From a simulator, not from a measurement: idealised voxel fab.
Presented below is a process module, voxel released beams.
200 nm wide, 5 nm square cells: that's cross-section cut.
Cross-section spec: square-cell grid; bands listed top down; each band is one or more rows. The band entry comprises the height of the band's top followed by the height of its bottom, expressed in nm, and subsequently the band's materials from left to right, each stated together with its width in nm. Where a single material is marked with the word "full width", that material fills the band from edge to edge. The word "blank" represents empty space. The reference from which all heights are counted is 0, the level beneath which the as-received wafer is entirely one material; the lowest band, having no lower bound, proceeds downward and is written after the example "top 0, no bottom". The notation "30->40" denotes a width that varies across the rows of cells in the band, beginning at the first number in the top row, finishing at the second number in the bottom row, and changing by an identical amount from each row to the next. Any step labelled "remained unchanged" changed none of the cells in the cross-section. The entry "Sealed void inventory" lists the empty spaces that cover at least 8 cells and have no open path to the top. Each is written as width x height at distance, where the distance is measured from the left edge and all three values are in nm. Past the settings on a step's line: simulator remark, on that step. The "overlay nm" setting may appear on a step's line; for a step that uses a mask, it gives how far to the right of its planned position the mask lay, and a negative value indicates the left.
[Intended process steps]
| 1 | RECEIVE: material Si |
| 2 | CONFORMAL_DEP: material SiN, thk nm 10 |
| 3 | DIRECTIONAL_DEP: material SiO2, thk nm 10 |
| 4 | MASKED_ETCH: tone open, mask id ANCHOR, width nm 30, etch materials SiO2, depth nm 10, overlay nm 0 |
| 5 | CONFORMAL_DEP: material W, thk nm 10 |
| 6 | DIRECTIONAL_DEP: material aC, thk nm 15 |
| 7 | PATTERN: tone cover, mask id BEAM, material resist, width nm 90, thk nm 35, overlay nm 0 |
| 8 | DIRECTIONAL_ETCH: etch materials aC, depth nm 15 |
| 9 | STRIP: etch materials resist |
| 10 | DIRECTIONAL_ETCH: etch materials W, depth nm 10 |
| 11 | STRIP: etch materials aC |
| 12 | STRIP: etch materials SiO2 |
[The first of two wafers, run as planned]
[Cross-sectional view of the wafer in its as-received condition, corresponding to the state after step 1]
- top 0, no bottom = Si full width
- Sealed void inventory: none
[Sectional view: wafer, after step 2]
- top 10, bottom 0 = SiN full width
- Lower than 0, everything is as it was.
[Sectional view: wafer, after step 3]
- top 20, bottom 10 = SiO2 full width
- Lower than 10, everything is as it was.
[Sectional view: wafer, after step 4]
- top 20, bottom 10 = SiO2 55 nm / blank 30 nm / SiO2 115 nm
- Lower than 10, everything is as it was.
[Sectional view: wafer, after step 5]
- top 30, bottom 20 = W 65 nm / blank 10 nm / W 125 nm
- top 20, bottom 10 = SiO2 55 nm / W 30 nm / SiO2 115 nm
- Lower than 10, everything is as it was.
[Sectional view: wafer, after step 6]
- top 45, bottom 35 = aC 65 nm / blank 10 nm / aC 125 nm
- top 35, bottom 30 = aC full width
- top 30, bottom 20 = W 65 nm / aC 10 nm / W 125 nm
- Lower than 20, everything is as it was.
[Sectional view: wafer, after step 7]
- top 80, bottom 45 = blank 50 nm / resist 90 nm / blank 60 nm
- top 45, bottom 35 = aC 65 nm / resist 10 nm / aC 125 nm
- Lower than 35, everything is as it was.
[Sectional view: wafer, after step 8]
- top 65, bottom 45 = blank 50 nm / resist 90 nm / blank 60 nm
- top 45, bottom 35 = blank 50 nm / aC 15 nm / resist 10 nm / aC 65 nm / blank 60 nm
- top 35, bottom 30 = blank 50 nm / aC 90 nm / blank 60 nm
- Lower than 30, everything is as it was.
[Sectional view: wafer, after step 9]
- top 45, bottom 35 = blank 50 nm / aC 15 nm / blank 10 nm / aC 65 nm / blank 60 nm
- Lower than 35, everything is as it was.
[Sectional view: wafer, after step 10]
- top 45, bottom 35 = blank 50 nm / aC 15 nm / blank 10 nm / aC 65 nm / blank 60 nm
- top 35, bottom 30 = blank 50 nm / aC 90 nm / blank 60 nm
- top 30, bottom 20 = blank 50 nm / W 15 nm / aC 10 nm / W 65 nm / blank 60 nm
- Lower than 20, everything is as it was.
[Sectional view: wafer, after step 11]
- top 30, bottom 20 = blank 50 nm / W 15 nm / blank 10 nm / W 65 nm / blank 60 nm
- Lower than 20, everything is as it was.
[Sectional view: wafer, after step 12]
- top 30, bottom 20 = blank 50 nm / W 15 nm / blank 10 nm / W 65 nm / blank 60 nm
- top 20, bottom 10 = blank 55 nm / W 30 nm / blank 115 nm
- Lower than 10, everything is as it was.
[Here the second wafer is described. Its start and its plan were those of the first wafer. Its run contained one mistake. Up to and including step 4, it did exactly what the first wafer did]
[Second wafer, section view, time point: scheduled end of step 5]
- top 25, bottom 20 = W 60 nm / blank 20 nm / W 120 nm
- top 20, bottom 15 = SiO2 55 nm / W 5 nm / blank 20 nm / W 5 nm / SiO2 115 nm
- top 15, bottom 10 = SiO2 55 nm / W 30 nm / SiO2 115 nm
- Lower than 10, everything is as it was.
[Second wafer, section view, time point: scheduled end of step 6]
- top 40, bottom 30 = aC 60 nm / blank 20 nm / aC 120 nm
- top 30, bottom 25 = aC full width
- top 25, bottom 20 = W 60 nm / aC 20 nm / W 120 nm
- top 20, bottom 15 = SiO2 55 nm / W 5 nm / aC 20 nm / W 5 nm / SiO2 115 nm
- Lower than 15, everything is as it was.
[Second wafer, section view, time point: scheduled end of step 7]
- top 75, bottom 40 = blank 50 nm / resist 90 nm / blank 60 nm
- top 40, bottom 30 = aC 60 nm / resist 20 nm / aC 120 nm
- Lower than 30, everything is as it was.
[Second wafer, section view, time point: scheduled end of step 8]
- top 60, bottom 40 = blank 50 nm / resist 90 nm / blank 60 nm
- top 40, bottom 30 = blank 50 nm / aC 10 nm / resist 20 nm / aC 60 nm / blank 60 nm
- top 30, bottom 25 = blank 50 nm / aC 90 nm / blank 60 nm
- Lower than 25, everything is as it was.
[Second wafer, section view, time point: scheduled end of step 9]
- top 40, bottom 30 = blank 50 nm / aC 10 nm / blank 20 nm / aC 60 nm / blank 60 nm
- Lower than 30, everything is as it was.
[Second wafer, section view, time point: scheduled end of step 10]
- top 40, bottom 30 = blank 50 nm / aC 10 nm / blank 20 nm / aC 60 nm / blank 60 nm
- top 30, bottom 25 = blank 50 nm / aC 90 nm / blank 60 nm
- top 25, bottom 20 = blank 50 nm / W 10 nm / aC 20 nm / W 60 nm / blank 60 nm
- Lower than 20, everything is as it was.
[Second wafer, section view, time point: scheduled end of step 11]
- top 25, bottom 20 = blank 50 nm / W 10 nm / blank 20 nm / W 60 nm / blank 60 nm
- top 20, bottom 15 = SiO2 55 nm / W 5 nm / blank 20 nm / W 5 nm / SiO2 115 nm
- Lower than 15, everything is as it was.
[Second wafer, section view, time point: scheduled end of step 12]
- top 25, bottom 15 = blank 50->55 nm / W 10->5 nm / blank 20 nm / W 60->5 nm / blank 60->115 nm
- top 15, bottom 10 = blank 55 nm / W 30 nm / blank 115 nm
- Lower than 10, everything is as it was.
Want to know what went wrong? step 5: run off-plan, actual operation and settings CONFORMAL_DEP: material W, thk nm 5
End of process, cell counts, second wafer against first, materials with more or fewer: W -22
